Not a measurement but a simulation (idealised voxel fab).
The process module presented herein is designated voxel transistor to metal.
Xsec cut, 210 nm wide, square cell size 5 nm.
When this document writes out a cross-section, it uses a grid of square cells and lists it as bands, beginning at the top and moving down, with a band standing for one or more rows of cells.
It is stipulated that each band's entry specify, in nanometres, the height of the top of the band and then that of its bottom, followed by the materials of the band in left-to-right sequence, each together with its width in nanometres. A single material marked by the word "edge to edge" is understood to fill the band from edge to edge; the word "blank" is understood to denote empty space.
Where do heights start? At 0: under that level the wafer as delivered is made of one material only. And the lowest band has no floor; it just carries on downward, as in "0 and below".
The two numbers in a width such as "30..40" mark its ends across the band: the first belongs to the top row of cells, the second to the bottom row, and from each row to the next the width moves by the same amount.
"everything unchanged" means the step left every cell of the cross-section as it was.
The list in "Closed void entries" covers empty spaces of 8 cells or more that cannot reach the top through any open way, and it gives each as width x height at distance; the distance is from the left edge, and width, height and distance are in nm.
Read whatever lies past the settings on a step's line as the simulator's own remark about the step.
overlay nm: mask offset rightward from planned place, masked step; negative means leftward offset.
### Steps planned for the process
1 op RECEIVE | material Si
2 op OXIDIZE | depth nm 5
3 op CONFORMAL_DEP | material SiN | thk nm 10
4 op PATTERN | tone cover | mask id ACTIVE | material resist | width nm 95 | thk nm 15 | overlay nm 0
5 op DIRECTIONAL_ETCH | etch materials SiN | depth nm 10
6 op DIRECTIONAL_ETCH | etch materials SiO2 | depth nm 5
7 op DIRECTIONAL_ETCH | etch materials Si | depth nm 35
8 op STRIP | etch materials resist
9 op OXIDIZE | depth nm 5
10 op FILL_DEP | material SiO2 | thk nm 5
11 op CMP | height nm 10
12 op SELECTIVE_ETCH | etch materials SiO2 | depth nm 10
13 op STRIP | etch materials SiN
14 op SELECTIVE_ETCH | etch materials SiO2 | depth nm 5
15 op OXIDIZE | depth nm 5
16 op DIRECTIONAL_DEP | material polySi | thk nm 25
17 op DIRECTIONAL_DEP | material SiCN | thk nm 10
18 op MASKED_ETCH | tone cover | mask id GATE | width nm 15 | etch materials SiCN | depth nm 20 | overlay nm 0
19 op MASKED_ETCH | tone cover | mask id GATE | width nm 15 | etch materials polySi | depth nm 35 | overlay nm 0
20 op CONFORMAL_DEP | material SiN | thk nm 10
21 op DIRECTIONAL_ETCH | etch materials SiN | depth nm 10
22 op DIRECTIONAL_ETCH | etch materials SiO2 | depth nm 5
23 op DIRECTIONAL_ETCH | etch materials Si | depth nm 10
24 op EPI | material nSi | thk nm 15
25 op FILL_DEP | material SiO2 | thk nm 5
26 op CMP | height nm 30
27 op DIRECTIONAL_DEP | material SiO2 | thk nm 15
28 op MASKED_ETCH | tone open | mask id CONTACT | width nm 15 | pitch nm 60 | etch materials SiO2 | depth nm 50 | overlay nm 0
29 op CONFORMAL_DEP | material TiN | thk nm 5
30 op FILL_DEP | material W | thk nm 10
31 op CMP | height nm 45
32 op DIRECTIONAL_DEP | material TiN | thk nm 5
33 op DIRECTIONAL_DEP | material W | thk nm 25
34 op PATTERN | tone cover | mask id METAL_1 | material resist | width nm 15 | pitch nm 60 | thk nm 15 | overlay nm 0
35 op DIRECTIONAL_ETCH | etch materials W | depth nm 25
36 op DIRECTIONAL_ETCH | etch materials TiN | depth nm 5
37 op STRIP | etch materials resist
38 op FILL_DEP | material lowk | thk nm 10
39 op CMP | height nm 75
40 op CONFORMAL_DEP | material SiN | thk nm 5
### Cross-section, incoming material, after step 1
- 0 and below: Si edge to edge
- Closed void entries: none
### Post-module cross-section of the first of two wafers (run per plan)
- 80 down to 75: SiN edge to edge
- 75 down to 50: 65 nm lowk / 15 nm W / 45 nm lowk / 15 nm W / 70 nm lowk
- 50 down to 45: 65 nm lowk / 15 nm TiN / 45 nm lowk / 15 nm TiN / 70 nm lowk
- 45 down to 30: 65 nm SiO2 / 5 nm TiN / 5 nm W / 5 nm TiN / 45 nm SiO2 / 5 nm TiN / 5 nm W / 5 nm TiN / 70 nm SiO2
- 30 down to 20: 65 nm SiO2 / 5 nm TiN / 5 nm W / 5 nm TiN / 5 nm SiO2 / 10 nm SiN / 15 nm SiCN / 10 nm SiN / 5 nm SiO2 / 5 nm TiN / 5 nm W / 5 nm TiN / 70 nm SiO2
- 20 down to 10: 65 nm SiO2 / 5 nm TiN / 5 nm W / 5 nm TiN / 5 nm SiO2 / 10 nm SiN / 15 nm polySi / 10 nm SiN / 5 nm SiO2 / 5 nm TiN / 5 nm W / 5 nm TiN / 70 nm SiO2
- 10 down to 5: 65 nm SiO2 / 15 nm TiN / 5 nm SiO2 / 10 nm SiN / 15 nm polySi / 10 nm SiN / 5 nm SiO2 / 15 nm TiN / 70 nm SiO2
- 5 down to -5: 65 nm SiO2 / 5 nm TiN / 15 nm nSi / 10 nm SiN / 15 nm polySi / 10 nm SiN / 15 nm nSi / 5 nm TiN / 70 nm SiO2
- -5 down to -10: 55 nm SiO2 / 30 nm nSi / 35 nm SiO2 / 30 nm nSi / 60 nm SiO2
- -10 down to -20: 60 nm SiO2 / 25 nm nSi / 35 nm Si / 25 nm nSi / 65 nm SiO2
- -20 down to -45: 60 nm SiO2 / 85 nm Si / 65 nm SiO2
- -45 and below: Si edge to edge
- Closed void entries: none
### Wafer two cross-section, module end. Start and plan unchanged from wafer one; one mistake made during the run
- 80 down to 75: SiN edge to edge
- 75 down to 50: 65 nm lowk / 15 nm W / 45 nm lowk / 15 nm W / 70 nm lowk
- 50 down to 45: 65 nm lowk / 15 nm TiN / 45 nm lowk / 15 nm TiN / 70 nm lowk
- 45 down to 35: 75 nm SiO2 / 5 nm TiN / 5 nm W / 5 nm TiN / 45 nm SiO2 / 5 nm TiN / 5 nm W / 5 nm TiN / 60 nm SiO2
- 35 down to 30: 75 nm SiO2 / 15 nm TiN / 45 nm SiO2 / 5 nm TiN / 5 nm W / 5 nm TiN / 60 nm SiO2
- 30 down to 20: 75 nm SiO2 / 10 nm TiN / 10 nm SiN / 15 nm SiCN / 10 nm SiN / 15 nm SiO2 / 5 nm TiN / 5 nm W / 5 nm TiN / 60 nm SiO2
- 20 down to 5: 75 nm SiO2 / 10 nm TiN / 10 nm SiN / 15 nm polySi / 10 nm SiN / 15 nm SiO2 / 5 nm TiN / 5 nm W / 5 nm TiN / 60 nm SiO2
- 5 down to 0: 70 nm SiO2 / 15 nm nSi / 10 nm SiN / 15 nm polySi / 10 nm SiN / 15 nm nSi / 5 nm TiN / 5 nm W / 5 nm TiN / 60 nm SiO2
- 0 down to -5: 70 nm SiO2 / 15 nm nSi / 10 nm SiN / 15 nm polySi / 10 nm SiN / 15 nm nSi / 15 nm TiN / 60 nm SiO2
- -5 down to -10: 55 nm SiO2 / 30 nm nSi / 35 nm SiO2 / 30 nm nSi / 60 nm SiO2
- -10 down to -20: 60 nm SiO2 / 25 nm nSi / 35 nm Si / 25 nm nSi / 65 nm SiO2
- -20 down to -45: 60 nm SiO2 / 85 nm Si / 65 nm SiO2
- -45 and below: Si edge to edge
- Closed void entries: none
what went wrong: step 28: run off-plan, actual operation and settings op MASKED_ETCH | tone open | mask id CONTACT | width nm 15 | pitch nm 60 | etch materials SiO2 | depth nm 50 | overlay nm 10
Counted in cells at the end, the second wafer holds more or fewer of these materials than the first: 3 more of SiO2 | 3 fewer of W
